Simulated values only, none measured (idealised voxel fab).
process module | voxel lift off
cross-section cut | 175 nm wide | cells 5 nm
A cross-section is a grid of square cells, given in bands from the top down. A band is one or more rows of cells.
Each band's line starts with the height of the band's top and of its bottom, in nm. Then come its materials from left to right, each with its width in nm. One material with "throughout" fills the band from edge to edge. "air" is empty space.
Height 0 is the level under which the wafer as received is all one material. The lowest band goes on downwards, as in "0 down".
A width such as "30 to 40" changes by the same amount from each row of cells to the next, from the band's top row to its bottom row.
"no change" after a step means that no cell of the cross-section changed.
closed voids: empty space of 8 cells or more with no open way to the top, each as width x height at its distance from the left edge, in nm
after a step's settings: what the simulator itself notes on the step
overlay nm, on a step with a mask: how far to the right of its planned place the mask lay; to the left if negative
plan
1 op RECEIVE | material Si
2 op CONFORMAL_DEP | material SiO2 | thk nm 15
3 op PATTERN | tone open | mask id LINES | material resist | width nm 30 | pitch nm 45 | thk nm 30 | overlay nm 0
4 op DIRECTIONAL_DEP | material Ru | thk nm 15
5 op STRIP | etch materials resist
6 op CONFORMAL_DEP | material SiO2 | thk nm 5
first wafer, as planned
as received, after step 1
  0 down: Si throughout
  closed voids: none
after step 2
  15 to 0: SiO2 throughout
  below 0: unchanged
after step 3
  45 to 15: resist 50 | air 30 | resist 15 | air 30 | resist 50
  below 15: unchanged
after step 4
  60 to 45: Ru 50 | air 30 | Ru 15 | air 30 | Ru 50
  45 to 30: resist 50 | air 30 | resist 15 | air 30 | resist 50
  30 to 15: resist 50 | Ru 30 | resist 15 | Ru 30 | resist 50
  below 15: unchanged
after step 5
  30 to 15: air 50 | Ru 30 | air 15 | Ru 30 | air 50
  below 15: unchanged
after step 6
  35 to 30: air 45 | SiO2 40 | air 5 | SiO2 40 | air 45
  30 to 20: air 45 | SiO2 5 | Ru 30 | SiO2 5 | air 5 | SiO2 5 | Ru 30 | SiO2 5 | air 45
  20 to 15: SiO2 50 | Ru 30 | SiO2 15 | Ru 30 | SiO2 50
  below 15: unchanged
second wafer: like start, like plan, one mistake. Through step 1 it matches the first wafer
when step 2 should have ended
  30 to 0: SiO2 throughout
  below 0: unchanged
when step 3 should have ended
  60 to 30: resist 50 | air 30 | resist 15 | air 30 | resist 50
  below 30: unchanged
when step 4 should have ended
  75 to 60: Ru 50 | air 30 | Ru 15 | air 30 | Ru 50
  60 to 45: resist 50 | air 30 | resist 15 | air 30 | resist 50
  45 to 30: resist 50 | Ru 30 | resist 15 | Ru 30 | resist 50
  below 30: unchanged
when step 5 should have ended
  45 to 30: air 50 | Ru 30 | air 15 | Ru 30 | air 50
  below 30: unchanged
when step 6 should have ended
  50 to 45: air 45 | SiO2 40 | air 5 | SiO2 40 | air 45
  45 to 35: air 45 | SiO2 5 | Ru 30 | SiO2 5 | air 5 | SiO2 5 | Ru 30 | SiO2 5 | air 45
  35 to 30: SiO2 50 | Ru 30 | SiO2 15 | Ru 30 | SiO2 50
  below 30: unchanged
what went wrong: step 2 was run twice
at the end the second wafer has, in cells: 105 more of SiO2
